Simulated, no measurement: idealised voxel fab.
process module | voxel air gaps
cross-section cut | 165 nm wide | cells 5 nm
A cross-section is a grid of square cells, given in bands from the top down. A band is one or more rows of cells.
Each band's line starts with the height of the band's top and of its bottom, in nm. Then come its materials from left to right, each with its width in nm. One material with "throughout" fills the band from edge to edge. "air" is empty space.
Height 0 is the level under which the wafer as received is all one material. The lowest band goes on downwards, as in "0 down".
A width such as "30 to 40" changes by the same amount from each row of cells to the next, from the band's top row to its bottom row.
"no change" after a step means that no cell of the cross-section changed.
closed voids: empty space of 8 cells or more with no open way to the top, each as width x height at its distance from the left edge, in nm
after a step's settings: what the simulator itself notes on the step
overlay nm, on a step with a mask: how far to the right of its planned place the mask lay; to the left if negative
plan
1 op RECEIVE | material Si
2 op CONFORMAL_DEP | material SiO2 | thk nm 15
3 op CONFORMAL_DEP | material SiCN | thk nm 5
4 op DIRECTIONAL_DEP | material SiO2 | thk nm 35
5 op MASKED_ETCH | tone open | mask id LINES | width nm 20 | pitch nm 45 | etch materials SiO2 | depth nm 35 | overlay nm 0
6 op CONFORMAL_DEP | material TiN | thk nm 5
7 op FILL_DEP | material Cu | thk nm 5
8 op CMP | height nm 55
9 op EPI | material Ru | thk nm 10
10 op SELECTIVE_ETCH | etch materials SiO2 | depth nm 45
11 op CONFORMAL_DEP | material SiCN | thk nm 5
as received, after step 1
  0 down: Si throughout
  closed voids: none
a wafer at the end: this start, this plan, one mistake
  70 to 65: air 10 | SiCN 140 | air 15
  65 to 55: air 10 | SiCN 5 | Ru 40 | SiCN 5 | Ru 40 | SiCN 5 | Ru 40 | SiCN 5 | air 15
  55 to 50: air 10 | SiCN 15 | TiN 5 | Cu 10 | TiN 5 | SiCN 25 | TiN 5 | Cu 10 | TiN 5 | SiCN 25 | TiN 5 | Cu 10 | TiN 5 | SiCN 15 | air 15
  50 to 25: air 20 | SiCN 5 | TiN 5 | Cu 10 | TiN 5 | SiCN 5 | air 15 | SiCN 5 | TiN 5 | Cu 10 | TiN 5 | SiCN 5 | air 15 | SiCN 5 | TiN 5 | Cu 10 | TiN 5 | SiCN 5 | air 25
  25 to 20: SiCN 25 | TiN 20 | SiCN 25 | TiN 20 | SiCN 25 | TiN 20 | SiCN 30
  20 to 15: SiCN throughout
  15 to 0: TiN throughout
  0 down: Si throughout
  closed voids: 15 x 25 at 50; 15 x 25 at 95
what went wrong: step 2 ran as: op CONFORMAL_DEP | material TiN | thk nm 15
